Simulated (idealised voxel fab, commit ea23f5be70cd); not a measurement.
process module | voxel fin reveal
cross-section cut | 210 nm wide | cells 5 nm
A cross-section is a grid of square cells, given in bands from the top down. A band is one or more rows of cells.
Each band's line starts with the height of the band's top and of its bottom, in nm. Then come its materials from left to right, each with its width in nm. One material with "throughout" fills the band from edge to edge. "air" is empty space.
Height 0 is the level under which the wafer as received is all one material. The lowest band goes on downwards, as in "0 down".
A width such as "30 to 40" changes by the same amount from each row of cells to the next, from the band's top row to its bottom row.
"no change" after a step means that no cell of the cross-section changed.
closed voids: empty space of 8 cells or more with no open way to the top, each as width x height at its distance from the left edge, in nm
after a step's settings: what the simulator itself notes on the step
overlay nm, on a step with a mask: how far to the right of its planned place the mask lay; to the left if negative
plan
1 op RECEIVE | material Si
2 op CONFORMAL_DEP | material SiN | thk nm 10
3 op PATTERN | tone cover | mask id FINS | material resist | width nm 15 | pitch nm 40 | thk nm 20 | overlay nm 0
4 op DIRECTIONAL_ETCH | etch materials SiN | depth nm 10
5 op DIRECTIONAL_ETCH | etch materials Si | depth nm 40
6 op STRIP | etch materials resist
7 op OXIDIZE | depth nm 5
8 op FILL_DEP | material SiO2 | thk nm 5
9 op CMP | height nm 10
10 op SELECTIVE_ETCH | etch materials SiO2 | depth nm 20
11 op STRIP | etch materials SiN
12 op CONFORMAL_DEP | material HfO2 | thk nm 5
first wafer, as planned
as received, after step 1
  0 down: Si throughout
  closed voids: none
after step 2
  10 to 0: SiN throughout
  below 0: unchanged
after step 3
  30 to 10: air 55 | resist 15 | air 25 | resist 15 | air 25 | resist 15 | air 60
  below 10: unchanged
after step 4
  30 to 10: air 55 | resist 15 | air 25 | resist 15 | air 25 | resist 15 | air 60
  10 to 0: air 55 | SiN 15 | air 25 | SiN 15 | air 25 | SiN 15 | air 60
  below 0: unchanged
after step 5
  30 to 10: air 55 | resist 15 | air 25 | resist 15 | air 25 | resist 15 | air 60
  10 to 0: air 55 | SiN 15 | air 25 | SiN 15 | air 25 | SiN 15 | air 60
  0 to -40: air 55 | Si 15 | air 25 | Si 15 | air 25 | Si 15 | air 60
  below -40: unchanged
after step 6
  10 to 0: air 55 | SiN 15 | air 25 | SiN 15 | air 25 | SiN 15 | air 60
  below 0: unchanged
after step 7
  10 to 0: air 55 | SiN 15 | air 25 | SiN 15 | air 25 | SiN 15 | air 60
  0 to -40: air 55 | SiO2 5 | Si 5 | SiO2 5 | air 25 | SiO2 5 | Si 5 | SiO2 5 | air 25 | SiO2 5 | Si 5 | SiO2 5 | air 60
  -40 to -45: SiO2 60 | Si 5 | SiO2 35 | Si 5 | SiO2 35 | Si 5 | SiO2 65
  below -45: unchanged
after step 8
  15 to 10: SiO2 throughout
  10 to 0: SiO2 55 | SiN 15 | SiO2 25 | SiN 15 | SiO2 25 | SiN 15 | SiO2 60
  0 to -45: SiO2 60 | Si 5 | SiO2 35 | Si 5 | SiO2 35 | Si 5 | SiO2 65
  below -45: unchanged
after step 9
  10 to 0: SiO2 55 | SiN 15 | SiO2 25 | SiN 15 | SiO2 25 | SiN 15 | SiO2 60
  below 0: unchanged
after step 10
  10 to 0: air 55 | SiN 15 | air 25 | SiN 15 | air 25 | SiN 15 | air 60
  0 to -10: air 60 | Si 5 | air 35 | Si 5 | air 35 | Si 5 | air 65
  below -10: unchanged
after step 11
  0 to -10: air 60 | Si 5 | air 35 | Si 5 | air 35 | Si 5 | air 65
  below -10: unchanged
after step 12
  5 to 0: air 55 | HfO2 15 | air 25 | HfO2 15 | air 25 | HfO2 15 | air 60
  0 to -5: air 55 | HfO2 5 | Si 5 | HfO2 5 | air 25 | HfO2 5 | Si 5 | HfO2 5 | air 25 | HfO2 5 | Si 5 | HfO2 5 | air 60
  -5 to -10: HfO2 60 | Si 5 | HfO2 35 | Si 5 | HfO2 35 | Si 5 | HfO2 65
  below -10: unchanged
second wafer: like start, like plan, one mistake. Through step 9 it matches the first wafer
when step 10 should have ended
  10 to 0: SiO2 55 | air 15 | SiO2 25 | air 15 | SiO2 25 | air 15 | SiO2 60
  below 0: unchanged
when step 11 should have ended
  0 to -10: air 60 | Si 5 | air 35 | Si 5 | air 35 | Si 5 | air 65
  -10 to -20: SiO2 35 | air 25 | Si 5 | air 35 | Si 5 | air 35 | Si 5 | air 25 | SiO2 40
  below -20: unchanged
when step 12 should have ended
  5 to 0: air 55 | HfO2 15 | air 25 | HfO2 15 | air 25 | HfO2 15 | air 60
  0 to -5: air 55 | HfO2 5 | Si 5 | HfO2 5 | air 25 | HfO2 5 | Si 5 | HfO2 5 | air 25 | HfO2 5 | Si 5 | HfO2 5 | air 60
  -5 to -10: HfO2 40 | air 15 | HfO2 5 | Si 5 | HfO2 5 | air 25 | HfO2 5 | Si 5 | HfO2 5 | air 25 | HfO2 5 | Si 5 | HfO2 5 | air 15 | HfO2 45
  -10 to -15: SiO2 35 | HfO2 5 | air 15 | HfO2 5 | Si 5 | HfO2 5 | air 25 | HfO2 5 | Si 5 | HfO2 5 | air 25 | HfO2 5 | Si 5 | HfO2 5 | air 15 | HfO2 5 | SiO2 40
  -15 to -20: SiO2 35 | HfO2 25 | Si 5 | HfO2 35 | Si 5 | HfO2 35 | Si 5 | HfO2 25 | SiO2 40
  below -20: unchanged
what went wrong: steps 10 and 11 were swapped
at the end the second wafer has, in cells: 16 more of HfO2 | 48 fewer of SiO2
